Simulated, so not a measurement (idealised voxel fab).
process module | voxel quadruple lines
cross-section cut | 170 nm wide | cells 5 nm
A cross-section is a grid of square cells, given in bands from the top down. A band is one or more rows of cells.
Each band's line starts with the height of the band's top and of its bottom, in nm. Then come its materials from left to right, each with its width in nm. One material with "throughout" fills the band from edge to edge. "air" is empty space.
Height 0 is the level under which the wafer as received is all one material. The lowest band goes on downwards, as in "0 down".
A width such as "30 to 40" changes by the same amount from each row of cells to the next, from the band's top row to its bottom row.
"no change" after a step means that no cell of the cross-section changed.
closed voids: empty space of 8 cells or more with no open way to the top, each as width x height at its distance from the left edge, in nm
after a step's settings: what the simulator itself notes on the step
overlay nm, on a step with a mask: how far to the right of its planned place the mask lay; to the left if negative
plan
1 op RECEIVE | material Si
2 op CONFORMAL_DEP | material SiO2 | thk nm 10
3 op DIRECTIONAL_DEP | material TiN | thk nm 15
4 op DIRECTIONAL_DEP | material polySi | thk nm 20
5 op DIRECTIONAL_DEP | material aC | thk nm 25
6 op PATTERN | tone cover | mask id MANDREL | material resist | width nm 35 | thk nm 35 | overlay nm 0
7 op DIRECTIONAL_ETCH | etch materials aC | depth nm 25
8 op STRIP | etch materials resist
9 op CONFORMAL_DEP | material SiO2 | thk nm 15
10 op DIRECTIONAL_ETCH | etch materials SiO2 | depth nm 15
11 op STRIP | etch materials aC
12 op DIRECTIONAL_ETCH | etch materials polySi | depth nm 20
13 op STRIP | etch materials SiO2
14 op CONFORMAL_DEP | material SiCN | thk nm 10
15 op DIRECTIONAL_ETCH | etch materials SiCN | depth nm 10
16 op STRIP | etch materials polySi
17 op DIRECTIONAL_ETCH | etch materials TiN | depth nm 15
18 op STRIP | etch materials SiCN
19 op FILL_DEP | material SiO2 | thk nm 10
20 op CMP | height nm 25
as received, after step 1
  0 down: Si throughout
  closed voids: none
first wafer at the end, as planned
  25 to 10: SiO2 40 | TiN 10 | SiO2 15 | TiN 10 | SiO2 15 | TiN 10 | SiO2 15 | TiN 10 | SiO2 45
  10 to 0: SiO2 throughout
  0 down: Si throughout
  closed voids: none
second wafer at the end: like start, like plan, one mistake
  25 to 10: polySi 40 | TiN 10 | polySi 15 | TiN 10 | polySi 15 | TiN 10 | polySi 15 | TiN 10 | polySi 45
  10 to 0: SiO2 throughout
  0 down: Si throughout
  closed voids: none
what went wrong: step 19 ran as: op FILL_DEP | material polySi | thk nm 10
at the end the second wafer has, in cells: 78 fewer of SiO2 | 78 more of polySi
